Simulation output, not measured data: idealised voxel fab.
You're looking at the process module voxel plated lines.
The width of the displayed cross-section, cut, is 295 nm; its cells are square, with a size of 5 nm.
Cross-section format: a grid of square cells, given as bands from top to bottom; each band is one or more rows of cells.
Basically the band line says how high the top is and how high the bottom is, in nm, and then what's in it from left to right, every material with its width in nm. Empty space shows up as "air", and if a single material carries "everywhere" it runs the full band edge to edge.
Zero point of the height axis is 0; under it, received wafer = one material. Lowest band: continues down indefinitely, "from 0 down".
The expression "30 to 40" gives the width at the extremes of the band, the first number at its top row of cells and the second at its bottom row, with the width changing by equal amounts from each row to the next in between.
Key: "changes: none" - step with no changed cell in the cross-section.
"Closed internal voids": sealed empty spaces, 8 cells or more, no open way to top, listed width x height at distance, with distance from the left edge and width, height and distance in nm.
Anything after a step's settings on that line? It's the simulator's own note about the step.
overlay nm: mask offset rightward from planned place, masked step; negative means leftward offset.
**plan**
1) RECEIVE (material Si)
2) CONFORMAL_DEP (material Al2O3; thk nm 15)
3) DIRECTIONAL_DEP (material TiN; thk nm 5)
4) PATTERN (tone open; mask id LINES; material resist; width nm 20; pitch nm 55; thk nm 20; overlay nm 0)
5) EPI (material Ru; thk nm 5)
6) STRIP (etch materials resist)
7) DIRECTIONAL_ETCH (etch materials TiN; depth nm 5)
8) CONFORMAL_DEP (material SiN; thk nm 10)
Wafers differ in width nm at step 4; plan lists the first wafer's value; identical starting state.
**Cross-section: the first of several wafers in its as-received state, i.e. following step 1**
	from 0 down: Si everywhere
	Closed internal voids: none
**Module end state after final step 8: cross-section of the first of several wafers**
	from 35 to 25: 100 of air; 40 of SiN; 15 of air; 40 of SiN; 100 of air
	from 25 to 20: 110 of SiN; 20 of Ru; 35 of SiN; 20 of Ru; 110 of SiN
	from 20 to 15: 110 of SiN; 20 of TiN; 35 of SiN; 20 of TiN; 110 of SiN
	from 15 to 0: Al2O3 everywhere
	from 0 down: Si everywhere
	Closed internal voids: none
**Here we cross-sectioned the last of the wafers once the module was done**
	from 35 to 25: 90 of air; 115 of SiN; 90 of air
	from 25 to 20: 100 of SiN; 40 of Ru; 15 of SiN; 40 of Ru; 100 of SiN
	from 20 to 15: 100 of SiN; 40 of TiN; 15 of SiN; 40 of TiN; 100 of SiN
	from 15 to 0: Al2O3 everywhere
	from 0 down: Si everywhere
	Closed internal voids: none
**The table below has one row for each wafer; a row shows, as of the end of the module, how many cells of each material the wafer has gained, marked (+), or lost, marked (-), since it was received, and then the wafer's closed voids**
width nm 20 | +177 Al2O3 | +8 Ru | +134 SiN | +8 TiN | Closed internal voids: none
width nm 25 | +177 Al2O3 | +10 Ru | +134 SiN | +10 TiN | Closed internal voids: none
width nm 30 | +177 Al2O3 | +12 Ru | +134 SiN | +12 TiN | Closed internal voids: none
width nm 35 | +177 Al2O3 | +14 Ru | +134 SiN | +14 TiN | Closed internal voids: none
width nm 40 | +177 Al2O3 | +16 Ru | +132 SiN | +16 TiN | Closed internal voids: none
